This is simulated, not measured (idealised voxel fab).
voxel wiring stack: a process module
The width of the displayed cross-section, cut, is 270 nm; its cells are square, with a size of 5 nm.
This document writes a cross-section as a grid whose cells are square, and gives it as bands, listed from the top down; one or more rows of cells form a band. Band: top and bottom heights (nm) first, top before bottom; then materials from left to right, widths in nm. "edge to edge" marks a sole material filling the band edge to edge. "air" denotes empty space. Basically, 0 is our baseline, since under it the wafer straight out of the box is all one material. The bottom band has no lower end and keeps on going down, so it looks like "top 0, no bottom". Graded width ("30 to 40"): value in top row of band = first number; value in bottom row = second number; row-to-row change constant. It should be understood that the words "no alterations made", when stated for a given step, signify that the cross-section underwent no change in any of its cells during that step. Each empty space that has no open way to the top and spans at least 8 cells appears under "Closed void catalog" as width x height at distance, the distance counted from the left edge, all in nm. Text after the settings on a step's line: the simulator's own remark on that step. Steps that use a mask can have "overlay nm" on their line. It says how far the mask sat to the right of where it was meant to be. Negative means to the left.

Listed below are the process steps as planned
1. RECEIVE,material Si
2. CONFORMAL_DEP,material SiO2,thk nm 15
3. CONFORMAL_DEP,material SiN,thk nm 5
4. DIRECTIONAL_DEP,material SiO2,thk nm 20
5. DIRECTIONAL_DEP,material aC,thk nm 10
6. PATTERN,tone open,mask id METAL_1,material resist,width nm 30,pitch nm 55,thk nm 30,overlay nm 0
7. DIRECTIONAL_ETCH,etch materials aC,depth nm 10
8. STRIP,etch materials resist
9. DIRECTIONAL_ETCH,etch materials SiO2,depth nm 20
10. DIRECTIONAL_ETCH,etch materials SiN,depth nm 5
11. STRIP,etch materials aC
12. CONFORMAL_DEP,material TiN,thk nm 5
13. FILL_DEP,material Cu,thk nm 10
14. CMP,height nm 40
15. CONFORMAL_DEP,material SiCN,thk nm 5
16. DIRECTIONAL_DEP,material lowk,thk nm 25
17. PATTERN,tone open,mask id METAL_2,material resist,width nm 30,pitch nm 55,thk nm 15,overlay nm 0
18. DIRECTIONAL_ETCH,etch materials lowk,depth nm 15
19. STRIP,etch materials resist
20. PATTERN,tone open,mask id METAL_2_HOLES,material resist,width nm 15,pitch nm 110,thk nm 15,overlay nm 0
21. DIRECTIONAL_ETCH,etch materials lowk,depth nm 10
22. DIRECTIONAL_ETCH,etch materials SiCN,depth nm 5
23. STRIP,etch materials resist
24. CONFORMAL_DEP,material TiN,thk nm 5
25. FILL_DEP,material Ru,thk nm 10
26. CMP,height nm 70
27. CONFORMAL_DEP,material SiN,thk nm 5

Shown in cross-section is the wafer as received, that is, as it stands after step 1
> top 0, no bottom | Si edge to edge
> Closed void catalog: none

Final wafer profile in cross-section after the module, from the same start and plan as above, with one mistake made during processing
> top 75, bottom 70 | SiN edge to edge
> top 70, bottom 60 | 65 nm lowk; 5 nm TiN; 20 nm Ru; 5 nm TiN; 25 nm lowk; 5 nm TiN; 20 nm Ru; 5 nm TiN; 25 nm lowk; 5 nm TiN; 20 nm Ru; 5 nm TiN; 65 nm lowk
> top 60, bottom 55 | 65 nm lowk; 5 nm TiN; 5 nm Ru; 20 nm TiN; 25 nm lowk; 30 nm TiN; 25 nm lowk; 5 nm TiN; 5 nm Ru; 20 nm TiN; 65 nm lowk
> top 55, bottom 45 | 65 nm lowk; 5 nm TiN; 5 nm Ru; 5 nm TiN; 95 nm lowk; 5 nm TiN; 5 nm Ru; 5 nm TiN; 80 nm lowk
> top 45, bottom 40 | 65 nm SiCN; 15 nm TiN; 95 nm SiCN; 15 nm TiN; 80 nm SiCN
> top 40, bottom 20 | 55 nm SiO2; 5 nm TiN; 20 nm Cu; 5 nm TiN; 25 nm SiO2; 5 nm TiN; 20 nm Cu; 5 nm TiN; 25 nm SiO2; 5 nm TiN; 20 nm Cu; 5 nm TiN; 75 nm SiO2
> top 20, bottom 15 | 55 nm SiN; 30 nm TiN; 25 nm SiN; 30 nm TiN; 25 nm SiN; 30 nm TiN; 75 nm SiN
> top 15, bottom 0 | SiO2 edge to edge
> top 0, no bottom | Si edge to edge
> Closed void catalog: none
Run error: step 6 went in with a setting other than planned; the actual run was PATTERN,tone open,mask id METAL_1,material resist,width nm 30,pitch nm 55,thk nm 30,overlay nm -10
